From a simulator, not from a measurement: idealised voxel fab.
process module | voxel wiring stack
cross-section cut | 170 nm wide | cells 5 nm
A cross-section is a grid of square cells, given in bands from the top down. A band is one or more rows of cells.
Each band's line starts with the height of the band's top and of its bottom, in nm. Then come its materials from left to right, each with its width in nm. One material with "throughout" fills the band from edge to edge. "air" is empty space.
Height 0 is the level under which the wafer as received is all one material. The lowest band goes on downwards, as in "0 down".
A width such as "30 to 40" changes by the same amount from each row of cells to the next, from the band's top row to its bottom row.
"no change" after a step means that no cell of the cross-section changed.
closed voids: empty space of 8 cells or more with no open way to the top, each as width x height at its distance from the left edge, in nm
after a step's settings: what the simulator itself notes on the step
overlay nm, on a step with a mask: how far to the right of its planned place the mask lay; to the left if negative
plan
1 op RECEIVE | material Si
2 op CONFORMAL_DEP | material SiO2 | thk nm 15
3 op DIRECTIONAL_DEP | material TiN | thk nm 5
4 op DIRECTIONAL_DEP | material W | thk nm 15
5 op DIRECTIONAL_DEP | material aC | thk nm 15
6 op PATTERN | tone cover | mask id METAL_1 | material resist | width nm 25 | pitch nm 40 | thk nm 35 | overlay nm 0
7 op DIRECTIONAL_ETCH | etch materials aC | depth nm 15
8 op STRIP | etch materials resist
9 op DIRECTIONAL_ETCH | etch materials W | depth nm 15
10 op DIRECTIONAL_ETCH | etch materials TiN | depth nm 5
11 op STRIP | etch materials aC
12 op CONFORMAL_DEP | material SiN | thk nm 5
13 op FILL_DEP | material SiO2 | thk nm 5
14 op CMP | height nm 35
15 op CONFORMAL_DEP | material SiCN | thk nm 5
16 op DIRECTIONAL_DEP | material SiO2 | thk nm 25
17 op DIRECTIONAL_DEP | material aC | thk nm 15
18 op PATTERN | tone open | mask id METAL_2 | material resist | width nm 25 | pitch nm 40 | thk nm 30 | overlay nm 0
19 op DIRECTIONAL_ETCH | etch materials aC | depth nm 15
20 op STRIP | etch materials resist
21 op DIRECTIONAL_ETCH | etch materials SiO2 | depth nm 15
22 op STRIP | etch materials aC
23 op DIRECTIONAL_DEP | material aC | thk nm 10
24 op PATTERN | tone open | mask id METAL_2_HOLES | material resist | width nm 15 | pitch nm 80 | thk nm 30 | overlay nm 0
25 op DIRECTIONAL_ETCH | etch materials aC | depth nm 10
26 op STRIP | etch materials resist
27 op DIRECTIONAL_ETCH | etch materials SiO2 | depth nm 10
28 op DIRECTIONAL_ETCH | etch materials SiCN | depth nm 5
29 op STRIP | etch materials aC
30 op CONFORMAL_DEP | material TiN | thk nm 5
31 op FILL_DEP | material Cu | thk nm 5
32 op CMP | height nm 65
33 op CONFORMAL_DEP | material SiCN | thk nm 5
34 op DIRECTIONAL_DEP | material lowk | thk nm 25
35 op MASKED_ETCH | tone open | mask id METAL_3 | width nm 25 | pitch nm 40 | etch materials lowk | depth nm 15 | overlay nm 0
36 op MASKED_ETCH | tone open | mask id METAL_3_HOLES | width nm 15 | pitch nm 40 | etch materials lowk | depth nm 10 | overlay nm 0
37 op MASKED_ETCH | tone open | mask id METAL_3_HOLES | width nm 15 | pitch nm 40 | etch materials SiCN | depth nm 5 | overlay nm 0
38 op CONFORMAL_DEP | material TiN | thk nm 5
39 op FILL_DEP | material Cu | thk nm 10
40 op CMP | height nm 95
41 op CONFORMAL_DEP | material SiN | thk nm 5
first wafer, as planned
as received, after step 1
  0 down: Si throughout
  closed voids: none
after step 2
  15 to 0: SiO2 throughout
  below 0: unchanged
after step 3
  20 to 15: TiN throughout
  below 15: unchanged
after step 4
  35 to 20: W throughout
  below 20: unchanged
after step 5
  50 to 35: aC throughout
  below 35: unchanged
after step 6
  85 to 50: air 30 | resist 25 | air 15 | resist 25 | air 15 | resist 25 | air 35
  below 50: unchanged
after step 7
  70 to 50: air 30 | resist 25 | air 15 | resist 25 | air 15 | resist 25 | air 35
  50 to 35: air 30 | aC 25 | air 15 | aC 25 | air 15 | aC 25 | air 35
  below 35: unchanged
after step 8
  50 to 35: air 30 | aC 25 | air 15 | aC 25 | air 15 | aC 25 | air 35
  below 35: unchanged
after step 9
  50 to 35: air 30 | aC 25 | air 15 | aC 25 | air 15 | aC 25 | air 35
  35 to 20: air 30 | W 25 | air 15 | W 25 | air 15 | W 25 | air 35
  below 20: unchanged
after step 10
  50 to 35: air 30 | aC 25 | air 15 | aC 25 | air 15 | aC 25 | air 35
  35 to 20: air 30 | W 25 | air 15 | W 25 | air 15 | W 25 | air 35
  20 to 15: air 30 | TiN 25 | air 15 | TiN 25 | air 15 | TiN 25 | air 35
  below 15: unchanged
after step 11
  35 to 20: air 30 | W 25 | air 15 | W 25 | air 15 | W 25 | air 35
  below 20: unchanged
after step 12
  40 to 35: air 25 | SiN 35 | air 5 | SiN 35 | air 5 | SiN 35 | air 30
  35 to 20: air 25 | SiN 5 | W 25 | SiN 5 | air 5 | SiN 5 | W 25 | SiN 5 | air 5 | SiN 5 | W 25 | SiN 5 | air 30
  20 to 15: SiN 30 | TiN 25 | SiN 15 | TiN 25 | SiN 15 | TiN 25 | SiN 35
  below 15: unchanged
after step 13
  45 to 40: SiO2 throughout
  40 to 35: SiO2 25 | SiN 35 | SiO2 5 | SiN 35 | SiO2 5 | SiN 35 | SiO2 30
  35 to 20: SiO2 25 | SiN 5 | W 25 | SiN 5 | SiO2 5 | SiN 5 | W 25 | SiN 5 | SiO2 5 | SiN 5 | W 25 | SiN 5 | SiO2 30
  below 20: unchanged
after step 14
  35 to 20: SiO2 25 | SiN 5 | W 25 | SiN 5 | SiO2 5 | SiN 5 | W 25 | SiN 5 | SiO2 5 | SiN 5 | W 25 | SiN 5 | SiO2 30
  below 20: unchanged
after step 15
  40 to 35: SiCN throughout
  below 35: unchanged
after step 16
  65 to 40: SiO2 throughout
  below 40: unchanged
after step 17
  80 to 65: aC throughout
  below 65: unchanged
after step 18
  110 to 80: resist 30 | air 25 | resist 15 | air 25 | resist 15 | air 25 | resist 35
  below 80: unchanged
after step 19
  95 to 80: resist 30 | air 25 | resist 15 | air 25 | resist 15 | air 25 | resist 35
  80 to 65: aC 30 | air 25 | aC 15 | air 25 | aC 15 | air 25 | aC 35
  below 65: unchanged
after step 20
  80 to 65: aC 30 | air 25 | aC 15 | air 25 | aC 15 | air 25 | aC 35
  below 65: unchanged
after step 21
  80 to 65: aC 30 | air 25 | aC 15 | air 25 | aC 15 | air 25 | aC 35
  65 to 50: SiO2 30 | air 25 | SiO2 15 | air 25 | SiO2 15 | air 25 | SiO2 35
  below 50: unchanged
after step 22
  65 to 50: SiO2 30 | air 25 | SiO2 15 | air 25 | SiO2 15 | air 25 | SiO2 35
  below 50: unchanged
after step 23
  75 to 65: aC 30 | air 25 | aC 15 | air 25 | aC 15 | air 25 | aC 35
  65 to 60: SiO2 30 | air 25 | SiO2 15 | air 25 | SiO2 15 | air 25 | SiO2 35
  60 to 50: SiO2 30 | aC 25 | SiO2 15 | aC 25 | SiO2 15 | aC 25 | SiO2 35
  below 50: unchanged
after step 24
  105 to 75: resist 30 | air 15 | resist 65 | air 15 | resist 45
  75 to 65: aC 30 | air 15 | resist 10 | aC 15 | resist 25 | aC 15 | air 15 | resist 10 | aC 35
  65 to 60: SiO2 30 | air 15 | resist 10 | SiO2 15 | resist 25 | SiO2 15 | air 15 | resist 10 | SiO2 35
  below 60: unchanged
after step 25
  95 to 75: resist 30 | air 15 | resist 65 | air 15 | resist 45
  75 to 65: aC 30 | air 15 | resist 10 | aC 15 | resist 25 | aC 15 | air 15 | resist 10 | aC 35
  65 to 60: SiO2 30 | air 15 | resist 10 | SiO2 15 | resist 25 | SiO2 15 | air 15 | resist 10 | SiO2 35
  60 to 50: SiO2 30 | air 15 | aC 10 | SiO2 15 | aC 25 | SiO2 15 | air 15 | aC 10 | SiO2 35
  below 50: unchanged
after step 26
  75 to 65: aC 30 | air 25 | aC 15 | air 25 | aC 15 | air 25 | aC 35
  65 to 60: SiO2 30 | air 25 | SiO2 15 | air 25 | SiO2 15 | air 25 | SiO2 35
  below 60: unchanged
after step 27
  75 to 65: aC 30 | air 25 | aC 15 | air 25 | aC 15 | air 25 | aC 35
  65 to 60: SiO2 30 | air 25 | SiO2 15 | air 25 | SiO2 15 | air 25 | SiO2 35
  60 to 50: SiO2 30 | air 15 | aC 10 | SiO2 15 | aC 25 | SiO2 15 | air 15 | aC 10 | SiO2 35
  50 to 40: SiO2 30 | air 15 | SiO2 65 | air 15 | SiO2 45
  below 40: unchanged
after step 28
  75 to 65: aC 30 | air 25 | aC 15 | air 25 | aC 15 | air 25 | aC 35
  65 to 60: SiO2 30 | air 25 | SiO2 15 | air 25 | SiO2 15 | air 25 | SiO2 35
  60 to 50: SiO2 30 | air 15 | aC 10 | SiO2 15 | aC 25 | SiO2 15 | air 15 | aC 10 | SiO2 35
  50 to 40: SiO2 30 | air 15 | SiO2 65 | air 15 | SiO2 45
  40 to 35: SiCN 30 | air 15 | SiCN 65 | air 15 | SiCN 45
  below 35: unchanged
after step 29
  65 to 50: SiO2 30 | air 25 | SiO2 15 | air 25 | SiO2 15 | air 25 | SiO2 35
  below 50: unchanged
after step 30
  70 to 65: TiN 35 | air 15 | TiN 25 | air 15 | TiN 25 | air 15 | TiN 40
  65 to 55: SiO2 30 | TiN 5 | air 15 | TiN 5 | SiO2 15 | TiN 5 | air 15 | TiN 5 | SiO2 15 | TiN 5 | air 15 | TiN 5 | SiO2 35
  55 to 50: SiO2 30 | TiN 5 | air 5 | TiN 15 | SiO2 15 | TiN 25 | SiO2 15 | TiN 5 | air 5 | TiN 15 | SiO2 35
  50 to 40: SiO2 30 | TiN 5 | air 5 | TiN 5 | SiO2 65 | TiN 5 | air 5 | TiN 5 | SiO2 45
  40 to 35: SiCN 30 | TiN 15 | SiCN 65 | TiN 15 | SiCN 45
  below 35: unchanged
after step 31
  75 to 70: Cu throughout
  70 to 65: TiN 35 | Cu 15 | TiN 25 | Cu 15 | TiN 25 | Cu 15 | TiN 40
  65 to 55: SiO2 30 | TiN 5 | Cu 15 | TiN 5 | SiO2 15 | TiN 5 | Cu 15 | TiN 5 | SiO2 15 | TiN 5 | Cu 15 | TiN 5 | SiO2 35
  55 to 50: SiO2 30 | TiN 5 | Cu 5 | TiN 15 | SiO2 15 | TiN 25 | SiO2 15 | TiN 5 | Cu 5 | TiN 15 | SiO2 35
  50 to 40: SiO2 30 | TiN 5 | Cu 5 | TiN 5 | SiO2 65 | TiN 5 | Cu 5 | TiN 5 | SiO2 45
  below 40: unchanged
after step 32
  65 to 55: SiO2 30 | TiN 5 | Cu 15 | TiN 5 | SiO2 15 | TiN 5 | Cu 15 | TiN 5 | SiO2 15 | TiN 5 | Cu 15 | TiN 5 | SiO2 35
  below 55: unchanged
after step 33
  70 to 65: SiCN throughout
  below 65: unchanged
after step 34
  95 to 70: lowk throughout
  below 70: unchanged
after step 35
  95 to 80: lowk 30 | air 25 | lowk 15 | air 25 | lowk 15 | air 25 | lowk 35
  below 80: unchanged
after step 36
  95 to 80: lowk 30 | air 25 | lowk 15 | air 25 | lowk 15 | air 25 | lowk 35
  80 to 70: lowk 30 | air 15 | lowk 25 | air 15 | lowk 25 | air 15 | lowk 45
  below 70: unchanged
after step 37
  95 to 80: lowk 30 | air 25 | lowk 15 | air 25 | lowk 15 | air 25 | lowk 35
  80 to 70: lowk 30 | air 15 | lowk 25 | air 15 | lowk 25 | air 15 | lowk 45
  70 to 65: SiCN 30 | air 15 | SiCN 25 | air 15 | SiCN 25 | air 15 | SiCN 45
  below 65: unchanged
after step 38
  100 to 95: TiN 35 | air 15 | TiN 25 | air 15 | TiN 25 | air 15 | TiN 40
  95 to 85: lowk 30 | TiN 5 | air 15 | TiN 5 | lowk 15 | TiN 5 | air 15 | TiN 5 | lowk 15 | TiN 5 | air 15 | TiN 5 | lowk 35
  85 to 80: lowk 30 | TiN 5 | air 5 | TiN 15 | lowk 15 | TiN 5 | air 5 | TiN 15 | lowk 15 | TiN 5 | air 5 | TiN 15 | lowk 35
  80 to 70: lowk 30 | TiN 5 | air 5 | TiN 5 | lowk 25 | TiN 5 | air 5 | TiN 5 | lowk 25 | TiN 5 | air 5 | TiN 5 | lowk 45
  70 to 65: SiCN 30 | TiN 15 | SiCN 25 | TiN 15 | SiCN 25 | TiN 15 | SiCN 45
  below 65: unchanged
after step 39
  110 to 100: Cu throughout
  100 to 95: TiN 35 | Cu 15 | TiN 25 | Cu 15 | TiN 25 | Cu 15 | TiN 40
  95 to 85: lowk 30 | TiN 5 | Cu 15 | TiN 5 | lowk 15 | TiN 5 | Cu 15 | TiN 5 | lowk 15 | TiN 5 | Cu 15 | TiN 5 | lowk 35
  85 to 80: lowk 30 | TiN 5 | Cu 5 | TiN 15 | lowk 15 | TiN 5 | Cu 5 | TiN 15 | lowk 15 | TiN 5 | Cu 5 | TiN 15 | lowk 35
  80 to 70: lowk 30 | TiN 5 | Cu 5 | TiN 5 | lowk 25 | TiN 5 | Cu 5 | TiN 5 | lowk 25 | TiN 5 | Cu 5 | TiN 5 | lowk 45
  below 70: unchanged
after step 40
  95 to 85: lowk 30 | TiN 5 | Cu 15 | TiN 5 | lowk 15 | TiN 5 | Cu 15 | TiN 5 | lowk 15 | TiN 5 | Cu 15 | TiN 5 | lowk 35
  below 85: unchanged
after step 41
  100 to 95: SiN throughout
  below 95: unchanged
second wafer: like start, like plan, one mistake. Through step 32 it matches the first wafer
when step 33 should have ended
  70 to 65: SiO2 throughout
  below 65: unchanged
when step 34 should have ended
  95 to 70: lowk throughout
  below 70: unchanged
when step 35 should have ended
  95 to 80: lowk 30 | air 25 | lowk 15 | air 25 | lowk 15 | air 25 | lowk 35
  below 80: unchanged
when step 36 should have ended
  95 to 80: lowk 30 | air 25 | lowk 15 | air 25 | lowk 15 | air 25 | lowk 35
  80 to 70: lowk 30 | air 15 | lowk 25 | air 15 | lowk 25 | air 15 | lowk 45
  below 70: unchanged
when step 37 should have ended: no change
when step 38 should have ended
  100 to 95: TiN 35 | air 15 | TiN 25 | air 15 | TiN 25 | air 15 | TiN 40
  95 to 85: lowk 30 | TiN 5 | air 15 | TiN 5 | lowk 15 | TiN 5 | air 15 | TiN 5 | lowk 15 | TiN 5 | air 15 | TiN 5 | lowk 35
  85 to 75: lowk 30 | TiN 5 | air 5 | TiN 15 to 5 | lowk 15 to 25 | TiN 5 | air 5 | TiN 15 to 5 | lowk 15 to 25 | TiN 5 | air 5 | TiN 15 to 5 | lowk 35 to 45
  75 to 70: lowk 30 | TiN 15 | lowk 25 | TiN 15 | lowk 25 | TiN 15 | lowk 45
  below 70: unchanged
when step 39 should have ended
  110 to 100: Cu throughout
  100 to 95: TiN 35 | Cu 15 | TiN 25 | Cu 15 | TiN 25 | Cu 15 | TiN 40
  95 to 85: lowk 30 | TiN 5 | Cu 15 | TiN 5 | lowk 15 | TiN 5 | Cu 15 | TiN 5 | lowk 15 | TiN 5 | Cu 15 | TiN 5 | lowk 35
  85 to 75: lowk 30 | TiN 5 | Cu 5 | TiN 15 to 5 | lowk 15 to 25 | TiN 5 | Cu 5 | TiN 15 to 5 | lowk 15 to 25 | TiN 5 | Cu 5 | TiN 15 to 5 | lowk 35 to 45
  below 75: unchanged
when step 40 should have ended
  95 to 85: lowk 30 | TiN 5 | Cu 15 | TiN 5 | lowk 15 | TiN 5 | Cu 15 | TiN 5 | lowk 15 | TiN 5 | Cu 15 | TiN 5 | lowk 35
  below 85: unchanged
when step 41 should have ended
  100 to 95: SiN throughout
  below 95: unchanged
what went wrong: step 33 ran as: op CONFORMAL_DEP | material SiO2 | thk nm 5
at the end the second wafer has, in cells: 3 fewer of Cu | 25 fewer of SiCN | 34 more of SiO2 | 6 fewer of TiN
